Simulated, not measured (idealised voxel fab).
Documented hereafter: the process module known as voxel transistor to metal.
Each square cell in cross-section cut measures 5 nm, and the section as a whole is 250 nm wide.
For the purposes of this document, a cross-section shall be understood as a grid of square cells, specified as bands listed in top-to-bottom order, each band consisting of one or more rows of cells.
Top, bottom (nm), then materials left to right with widths (nm); lone material tagged "full width" fills the whole band edge to edge; "empty" = empty space.
For the purposes of this specification, 0 denotes the height below which the wafer in its as-received condition is composed wholly of one material, and the lowermost band, lacking a lower limit, extends downward without end, as expressed in "0 and below".
A two-number width, for instance "30..40", indicates that the width is equal to the first number in the top row of the band and to the second number in the bottom row, and that it changes by a constant amount per row of cells.
Any step labelled "nothing different" changed none of the cells in the cross-section.
"Closed void table" contains a list of empty spaces, each no smaller than 8 cells and without an open way to the top, written in the form width x height at distance with the distance from the left edge and all three in nm.
If you see something after the settings on a step's line, that's the simulator's own remark about that step.
overlay nm: for a step with a mask, the amount by which the mask lay right of where it was planned; a negative amount means left of it.
# Steps in the process plan
| 1 | RECEIVE with material Si |
| 2 | CONFORMAL_DEP with material SiO2, thk nm 5 |
| 3 | CONFORMAL_DEP with material SiN, thk nm 15 |
| 4 | MASKED_ETCH with tone cover, mask id ACTIVE, width nm 85, pitch nm 115, etch materials SiN, depth nm 15, overlay nm 0 |
| 5 | MASKED_ETCH with tone cover, mask id ACTIVE, width nm 85, pitch nm 115, etch materials SiO2, depth nm 5, overlay nm 0 |
| 6 | MASKED_ETCH with tone cover, mask id ACTIVE, width nm 85, pitch nm 115, etch materials Si, depth nm 20, overlay nm 0 |
| 7 | OXIDIZE with depth nm 5 |
| 8 | FILL_DEP with material SiO2, thk nm 5 |
| 9 | CMP with height nm 20 |
| 10 | SELECTIVE_ETCH with etch materials SiO2, depth nm 15 |
| 11 | STRIP with etch materials SiN |
| 12 | SELECTIVE_ETCH with etch materials SiO2, depth nm 5 |
| 13 | OXIDIZE with depth nm 5 |
| 14 | DIRECTIONAL_DEP with material polySi, thk nm 30 |
| 15 | DIRECTIONAL_DEP with material SiCN, thk nm 15 |
| 16 | PATTERN with tone cover, mask id GATE, material resist, width nm 15, pitch nm 115, thk nm 20, overlay nm 0 |
| 17 | DIRECTIONAL_ETCH with etch materials SiCN, depth nm 25 |
| 18 | DIRECTIONAL_ETCH with etch materials polySi, depth nm 40 |
| 19 | STRIP with etch materials resist |
| 20 | CONFORMAL_DEP with material SiN, thk nm 5 |
| 21 | DIRECTIONAL_ETCH with etch materials SiN, depth nm 5 |
| 22 | DIRECTIONAL_ETCH with etch materials SiO2, depth nm 5 |
| 23 | DIRECTIONAL_ETCH with etch materials Si, depth nm 10 |
| 24 | EPI with material nSi, thk nm 10 |
| 25 | FILL_DEP with material SiO2, thk nm 10 |
| 26 | CMP with height nm 45 |
| 27 | DIRECTIONAL_DEP with material SiO2, thk nm 15 |
| 28 | PATTERN with tone open, mask id CONTACT, material resist, width nm 15, thk nm 15, overlay nm 0 |
| 29 | DIRECTIONAL_ETCH with etch materials SiO2, depth nm 65 |
| 30 | STRIP with etch materials resist |
| 31 | CONFORMAL_DEP with material TiN, thk nm 5 |
| 32 | FILL_DEP with material W, thk nm 5 |
| 33 | CMP with height nm 60 |
| 34 | DIRECTIONAL_DEP with material TiN, thk nm 5 |
| 35 | DIRECTIONAL_DEP with material W, thk nm 15 |
| 36 | DIRECTIONAL_DEP with material aC, thk nm 10 |
| 37 | PATTERN with tone cover, mask id METAL_1, material resist, width nm 15, thk nm 25, overlay nm 0 |
| 38 | DIRECTIONAL_ETCH with etch materials aC, depth nm 10 |
| 39 | STRIP with etch materials resist |
| 40 | DIRECTIONAL_ETCH with etch materials W, depth nm 15 |
| 41 | DIRECTIONAL_ETCH with etch materials TiN, depth nm 5 |
| 42 | STRIP with etch materials aC |
| 43 | CONFORMAL_DEP with material SiCN, thk nm 5 |
| 44 | FILL_DEP with material lowk, thk nm 10 |
| 45 | CMP with height nm 80 |
| 46 | CONFORMAL_DEP with material SiCN, thk nm 5 |
# The first of a set of two wafers, run to plan
# So this is the incoming wafer in cross-section - it's already been through step 1
    0 and below: Si full width
    Closed void table: none
# After step 2: wafer cross-section
    5 down to 0: SiO2 full width
    Rest of section, below 0: as before.
# After step 3: wafer cross-section
    20 down to 5: SiN full width
    Rest of section, below 5: as before.
# After step 4: wafer cross-section
    20 down to 5: empty: 25; SiN: 85; empty: 30; SiN: 85; empty: 25
    Rest of section, below 5: as before.
# After step 5: wafer cross-section
    20 down to 5: empty: 25; SiN: 85; empty: 30; SiN: 85; empty: 25
    5 down to 0: empty: 25; SiO2: 85; empty: 30; SiO2: 85; empty: 25
    Rest of section, below 0: as before.
# After step 6: wafer cross-section
    20 down to 5: empty: 25; SiN: 85; empty: 30; SiN: 85; empty: 25
    5 down to 0: empty: 25; SiO2: 85; empty: 30; SiO2: 85; empty: 25
    0 down to -20: empty: 25; Si: 85; empty: 30; Si: 85; empty: 25
    Rest of section, below -20: as before.
# After step 7: wafer cross-section
    20 down to 5: empty: 25; SiN: 85; empty: 30; SiN: 85; empty: 25
    5 down to 0: empty: 25; SiO2: 85; empty: 30; SiO2: 85; empty: 25
    0 down to -20: empty: 25; SiO2: 5; Si: 75; SiO2: 5; empty: 30; SiO2: 5; Si: 75; SiO2: 5; empty: 25
    -20 down to -25: SiO2: 30; Si: 75; SiO2: 40; Si: 75; SiO2: 30
    Rest of section, below -25: as before.
# After step 8: wafer cross-section
    25 down to 20: SiO2 full width
    20 down to 5: SiO2: 25; SiN: 85; SiO2: 30; SiN: 85; SiO2: 25
    5 down to 0: SiO2 full width
    0 down to -25: SiO2: 30; Si: 75; SiO2: 40; Si: 75; SiO2: 30
    Rest of section, below -25: as before.
# After step 9: wafer cross-section
    20 down to 5: SiO2: 25; SiN: 85; SiO2: 30; SiN: 85; SiO2: 25
    Rest of section, below 5: as before.
# After step 10: wafer cross-section
    20 down to 5: empty: 25; SiN: 85; empty: 30; SiN: 85; empty: 25
    Rest of section, below 5: as before.
# After step 11: wafer cross-section
    5 down to 0: SiO2 full width
    Rest of section, below 0: as before.
# After step 12: wafer cross-section
    0 down to -25: SiO2: 30; Si: 75; SiO2: 40; Si: 75; SiO2: 30
    Rest of section, below -25: as before.
# After step 13: wafer cross-section
    0 down to -5: SiO2 full width
    Rest of section, below -5: as before.
# After step 14: wafer cross-section
    30 down to 0: polySi full width
    Rest of section, below 0: as before.
# After step 15: wafer cross-section
    45 down to 30: SiCN full width
    Rest of section, below 30: as before.
# After step 16: wafer cross-section
    65 down to 45: empty: 60; resist: 15; empty: 100; resist: 15; empty: 60
    Rest of section, below 45: as before.
# After step 17: wafer cross-section
    65 down to 45: empty: 60; resist: 15; empty: 100; resist: 15; empty: 60
    45 down to 30: empty: 60; SiCN: 15; empty: 100; SiCN: 15; empty: 60
    Rest of section, below 30: as before.
# After step 18: wafer cross-section
    65 down to 45: empty: 60; resist: 15; empty: 100; resist: 15; empty: 60
    45 down to 30: empty: 60; SiCN: 15; empty: 100; SiCN: 15; empty: 60
    30 down to 0: empty: 60; polySi: 15; empty: 100; polySi: 15; empty: 60
    Rest of section, below 0: as before.
# After step 19: wafer cross-section
    45 down to 30: empty: 60; SiCN: 15; empty: 100; SiCN: 15; empty: 60
    Rest of section, below 30: as before.
# After step 20: wafer cross-section
    50 down to 45: empty: 55; SiN: 25; empty: 90; SiN: 25; empty: 55
    45 down to 30: empty: 55; SiN: 5; SiCN: 15; SiN: 5; empty: 90; SiN: 5; SiCN: 15; SiN: 5; empty: 55
    30 down to 5: empty: 55; SiN: 5; polySi: 15; SiN: 5; empty: 90; SiN: 5; polySi: 15; SiN: 5; empty: 55
    5 down to 0: SiN: 60; polySi: 15; SiN: 100; polySi: 15; SiN: 60
    Rest of section, below 0: as before.
# After step 21: wafer cross-section
    45 down to 30: empty: 55; SiN: 5; SiCN: 15; SiN: 5; empty: 90; SiN: 5; SiCN: 15; SiN: 5; empty: 55
    30 down to 0: empty: 55; SiN: 5; polySi: 15; SiN: 5; empty: 90; SiN: 5; polySi: 15; SiN: 5; empty: 55
    Rest of section, below 0: as before.
# After step 22: wafer cross-section
    45 down to 30: empty: 55; SiN: 5; SiCN: 15; SiN: 5; empty: 90; SiN: 5; SiCN: 15; SiN: 5; empty: 55
    30 down to 0: empty: 55; SiN: 5; polySi: 15; SiN: 5; empty: 90; SiN: 5; polySi: 15; SiN: 5; empty: 55
    0 down to -5: empty: 55; SiO2: 25; empty: 90; SiO2: 25; empty: 55
    Rest of section, below -5: as before.
# After step 23: wafer cross-section
    45 down to 30: empty: 55; SiN: 5; SiCN: 15; SiN: 5; empty: 90; SiN: 5; SiCN: 15; SiN: 5; empty: 55
    30 down to 0: empty: 55; SiN: 5; polySi: 15; SiN: 5; empty: 90; SiN: 5; polySi: 15; SiN: 5; empty: 55
    0 down to -5: empty: 55; SiO2: 25; empty: 90; SiO2: 25; empty: 55
    -5 down to -15: SiO2: 30; empty: 25; Si: 25; empty: 25; SiO2: 40; empty: 25; Si: 25; empty: 25; SiO2: 30
    Rest of section, below -15: as before.
# After step 24: wafer cross-section
    45 down to 30: empty: 55; SiN: 5; SiCN: 15; SiN: 5; empty: 90; SiN: 5; SiCN: 15; SiN: 5; empty: 55
    30 down to 5: empty: 55; SiN: 5; polySi: 15; SiN: 5; empty: 90; SiN: 5; polySi: 15; SiN: 5; empty: 55
    5 down to 0: empty: 45; nSi: 10; SiN: 5; polySi: 15; SiN: 5; nSi: 10; empty: 70; nSi: 10; SiN: 5; polySi: 15; SiN: 5; nSi: 10; empty: 45
    0 down to -5: empty: 45; nSi: 10; SiO2: 25; nSi: 10; empty: 70; nSi: 10; SiO2: 25; nSi: 10; empty: 45
    -5 down to -15: SiO2: 30; nSi: 25; Si: 25; nSi: 25; SiO2: 40; nSi: 25; Si: 25; nSi: 25; SiO2: 30
    Rest of section, below -15: as before.
# After step 25: wafer cross-section
    55 down to 45: SiO2 full width
    45 down to 30: SiO2: 55; SiN: 5; SiCN: 15; SiN: 5; SiO2: 90; SiN: 5; SiCN: 15; SiN: 5; SiO2: 55
    30 down to 5: SiO2: 55; SiN: 5; polySi: 15; SiN: 5; SiO2: 90; SiN: 5; polySi: 15; SiN: 5; SiO2: 55
    5 down to 0: SiO2: 45; nSi: 10; SiN: 5; polySi: 15; SiN: 5; nSi: 10; SiO2: 70; nSi: 10; SiN: 5; polySi: 15; SiN: 5; nSi: 10; SiO2: 45
    0 down to -5: SiO2: 45; nSi: 10; SiO2: 25; nSi: 10; SiO2: 70; nSi: 10; SiO2: 25; nSi: 10; SiO2: 45
    Rest of section, below -5: as before.
# After step 26: wafer cross-section
    45 down to 30: SiO2: 55; SiN: 5; SiCN: 15; SiN: 5; SiO2: 90; SiN: 5; SiCN: 15; SiN: 5; SiO2: 55
    Rest of section, below 30: as before.
# After step 27: wafer cross-section
    60 down to 45: SiO2 full width
    Rest of section, below 45: as before.
# After step 28: wafer cross-section
    75 down to 60: resist: 30; empty: 15; resist: 45; empty: 15; resist: 40; empty: 15; resist: 45; empty: 15; resist: 30
    Rest of section, below 60: as before.
# After step 29: wafer cross-section
    75 down to 60: resist: 30; empty: 15; resist: 45; empty: 15; resist: 40; empty: 15; resist: 45; empty: 15; resist: 30
    60 down to 45: SiO2: 30; empty: 15; SiO2: 45; empty: 15; SiO2: 40; empty: 15; SiO2: 45; empty: 15; SiO2: 30
    45 down to 30: SiO2: 30; empty: 15; SiO2: 10; SiN: 5; SiCN: 15; SiN: 5; SiO2: 10; empty: 15; SiO2: 40; empty: 15; SiO2: 10; SiN: 5; SiCN: 15; SiN: 5; SiO2: 10; empty: 15; SiO2: 30
    30 down to 5: SiO2: 30; empty: 15; SiO2: 10; SiN: 5; polySi: 15; SiN: 5; SiO2: 10; empty: 15; SiO2: 40; empty: 15; SiO2: 10; SiN: 5; polySi: 15; SiN: 5; SiO2: 10; empty: 15; SiO2: 30
    5 down to 0: SiO2: 30; empty: 15; nSi: 10; SiN: 5; polySi: 15; SiN: 5; nSi: 10; empty: 15; SiO2: 40; empty: 15; nSi: 10; SiN: 5; polySi: 15; SiN: 5; nSi: 10; empty: 15; SiO2: 30
    0 down to -5: SiO2: 30; empty: 15; nSi: 10; SiO2: 25; nSi: 10; empty: 15; SiO2: 40; empty: 15; nSi: 10; SiO2: 25; nSi: 10; empty: 15; SiO2: 30
    Rest of section, below -5: as before.
# After step 30: wafer cross-section
    60 down to 45: SiO2: 30; empty: 15; SiO2: 45; empty: 15; SiO2: 40; empty: 15; SiO2: 45; empty: 15; SiO2: 30
    Rest of section, below 45: as before.
# After step 31: wafer cross-section
    65 down to 60: TiN: 35; empty: 5; TiN: 55; empty: 5; TiN: 50; empty: 5; TiN: 55; empty: 5; TiN: 35
    60 down to 45: SiO2: 30; TiN: 5; empty: 5; TiN: 5; SiO2: 45; TiN: 5; empty: 5; TiN: 5; SiO2: 40; TiN: 5; empty: 5; TiN: 5; SiO2: 45; TiN: 5; empty: 5; TiN: 5; SiO2: 30
    45 down to 30: SiO2: 30; TiN: 5; empty: 5; TiN: 5; SiO2: 10; SiN: 5; SiCN: 15; SiN: 5; SiO2: 10; TiN: 5; empty: 5; TiN: 5; SiO2: 40; TiN: 5; empty: 5; TiN: 5; SiO2: 10; SiN: 5; SiCN: 15; SiN: 5; SiO2: 10; TiN: 5; empty: 5; TiN: 5; SiO2: 30
    30 down to 5: SiO2: 30; TiN: 5; empty: 5; TiN: 5; SiO2: 10; SiN: 5; polySi: 15; SiN: 5; SiO2: 10; TiN: 5; empty: 5; TiN: 5; SiO2: 40; TiN: 5; empty: 5; TiN: 5; SiO2: 10; SiN: 5; polySi: 15; SiN: 5; SiO2: 10; TiN: 5; empty: 5; TiN: 5; SiO2: 30
    5 down to 0: SiO2: 30; TiN: 5; empty: 5; TiN: 5; nSi: 10; SiN: 5; polySi: 15; SiN: 5; nSi: 10; TiN: 5; empty: 5; TiN: 5; SiO2: 40; TiN: 5; empty: 5; TiN: 5; nSi: 10; SiN: 5; polySi: 15; SiN: 5; nSi: 10; TiN: 5; empty: 5; TiN: 5; SiO2: 30
    0 down to -5: SiO2: 30; TiN: 15; nSi: 10; SiO2: 25; nSi: 10; TiN: 15; SiO2: 40; TiN: 15; nSi: 10; SiO2: 25; nSi: 10; TiN: 15; SiO2: 30
    Rest of section, below -5: as before.
# After step 32: wafer cross-section
    70 down to 65: W full width
    65 down to 60: TiN: 35; W: 5; TiN: 55; W: 5; TiN: 50; W: 5; TiN: 55; W: 5; TiN: 35
    60 down to 45: SiO2: 30; TiN: 5; W: 5; TiN: 5; SiO2: 45; TiN: 5; W: 5; TiN: 5; SiO2: 40; TiN: 5; W: 5; TiN: 5; SiO2: 45; TiN: 5; W: 5; TiN: 5; SiO2: 30
    45 down to 30: SiO2: 30; TiN: 5; W: 5; TiN: 5; SiO2: 10; SiN: 5; SiCN: 15; SiN: 5; SiO2: 10; TiN: 5; W: 5; TiN: 5; SiO2: 40; TiN: 5; W: 5; TiN: 5; SiO2: 10; SiN: 5; SiCN: 15; SiN: 5; SiO2: 10; TiN: 5; W: 5; TiN: 5; SiO2: 30
    30 down to 5: SiO2: 30; TiN: 5; W: 5; TiN: 5; SiO2: 10; SiN: 5; polySi: 15; SiN: 5; SiO2: 10; TiN: 5; W: 5; TiN: 5; SiO2: 40; TiN: 5; W: 5; TiN: 5; SiO2: 10; SiN: 5; polySi: 15; SiN: 5; SiO2: 10; TiN: 5; W: 5; TiN: 5; SiO2: 30
    5 down to 0: SiO2: 30; TiN: 5; W: 5; TiN: 5; nSi: 10; SiN: 5; polySi: 15; SiN: 5; nSi: 10; TiN: 5; W: 5; TiN: 5; SiO2: 40; TiN: 5; W: 5; TiN: 5; nSi: 10; SiN: 5; polySi: 15; SiN: 5; nSi: 10; TiN: 5; W: 5; TiN: 5; SiO2: 30
    Rest of section, below 0: as before.
# After step 33: wafer cross-section
    60 down to 45: SiO2: 30; TiN: 5; W: 5; TiN: 5; SiO2: 45; TiN: 5; W: 5; TiN: 5; SiO2: 40; TiN: 5; W: 5; TiN: 5; SiO2: 45; TiN: 5; W: 5; TiN: 5; SiO2: 30
    Rest of section, below 45: as before.
# After step 34: wafer cross-section
    65 down to 60: TiN full width
    Rest of section, below 60: as before.
# After step 35: wafer cross-section
    80 down to 65: W full width
    Rest of section, below 65: as before.
# After step 36: wafer cross-section
    90 down to 80: aC full width
    Rest of section, below 80: as before.
# After step 37: wafer cross-section
    115 down to 90: empty: 30; resist: 15; empty: 45; resist: 15; empty: 40; resist: 15; empty: 45; resist: 15; empty: 30
    Rest of section, below 90: as before.
# After step 38: wafer cross-section
    105 down to 90: empty: 30; resist: 15; empty: 45; resist: 15; empty: 40; resist: 15; empty: 45; resist: 15; empty: 30
    90 down to 80: empty: 30; aC: 15; empty: 45; aC: 15; empty: 40; aC: 15; empty: 45; aC: 15; empty: 30
    Rest of section, below 80: as before.
# After step 39: wafer cross-section
    90 down to 80: empty: 30; aC: 15; empty: 45; aC: 15; empty: 40; aC: 15; empty: 45; aC: 15; empty: 30
    Rest of section, below 80: as before.
# After step 40: wafer cross-section
    90 down to 80: empty: 30; aC: 15; empty: 45; aC: 15; empty: 40; aC: 15; empty: 45; aC: 15; empty: 30
    80 down to 65: empty: 30; W: 15; empty: 45; W: 15; empty: 40; W: 15; empty: 45; W: 15; empty: 30
    Rest of section, below 65: as before.
# After step 41: wafer cross-section
    90 down to 80: empty: 30; aC: 15; empty: 45; aC: 15; empty: 40; aC: 15; empty: 45; aC: 15; empty: 30
    80 down to 65: empty: 30; W: 15; empty: 45; W: 15; empty: 40; W: 15; empty: 45; W: 15; empty: 30
    65 down to 60: empty: 30; TiN: 15; empty: 45; TiN: 15; empty: 40; TiN: 15; empty: 45; TiN: 15; empty: 30
    Rest of section, below 60: as before.
# After step 42: wafer cross-section
    80 down to 65: empty: 30; W: 15; empty: 45; W: 15; empty: 40; W: 15; empty: 45; W: 15; empty: 30
    Rest of section, below 65: as before.
# After step 43: wafer cross-section
    85 down to 80: empty: 25; SiCN: 25; empty: 35; SiCN: 25; empty: 30; SiCN: 25; empty: 35; SiCN: 25; empty: 25
    80 down to 65: empty: 25; SiCN: 5; W: 15; SiCN: 5; empty: 35; SiCN: 5; W: 15; SiCN: 5; empty: 30; SiCN: 5; W: 15; SiCN: 5; empty: 35; SiCN: 5; W: 15; SiCN: 5; empty: 25
    65 down to 60: SiCN: 30; TiN: 15; SiCN: 45; TiN: 15; SiCN: 40; TiN: 15; SiCN: 45; TiN: 15; SiCN: 30
    Rest of section, below 60: as before.
# After step 44: wafer cross-section
    95 down to 85: lowk full width
    85 down to 80: lowk: 25; SiCN: 25; lowk: 35; SiCN: 25; lowk: 30; SiCN: 25; lowk: 35; SiCN: 25; lowk: 25
    80 down to 65: lowk: 25; SiCN: 5; W: 15; SiCN: 5; lowk: 35; SiCN: 5; W: 15; SiCN: 5; lowk: 30; SiCN: 5; W: 15; SiCN: 5; lowk: 35; SiCN: 5; W: 15; SiCN: 5; lowk: 25
    Rest of section, below 65: as before.
# After step 45: wafer cross-section
    80 down to 65: lowk: 25; SiCN: 5; W: 15; SiCN: 5; lowk: 35; SiCN: 5; W: 15; SiCN: 5; lowk: 30; SiCN: 5; W: 15; SiCN: 5; lowk: 35; SiCN: 5; W: 15; SiCN: 5; lowk: 25
    Rest of section, below 65: as before.
# After step 46: wafer cross-section
    85 down to 80: SiCN full width
    Rest of section, below 80: as before.
# The second wafer began exactly as the first did and followed the same plan, but one mistake was made while running it; through step 44 inclusive, the two wafers are identical
# The second wafer cut through, at the time step 45 was supposed to be finished
    75 down to 65: lowk: 25; SiCN: 5; W: 15; SiCN: 5; lowk: 35; SiCN: 5; W: 15; SiCN: 5; lowk: 30; SiCN: 5; W: 15; SiCN: 5; lowk: 35; SiCN: 5; W: 15; SiCN: 5; lowk: 25
    Rest of section, below 65: as before.
# The second wafer cut through, at the time step 46 was supposed to be finished
    80 down to 75: SiCN full width
    Rest of section, below 75: as before.
Heads up, the wafer didn't run the way we planned it: step 45 deviated from plan and actually ran as CMP with height nm 75
Materials where the second wafer ends with more or fewer cells than the first: -8 SiCN; -12 W; -30 lowk
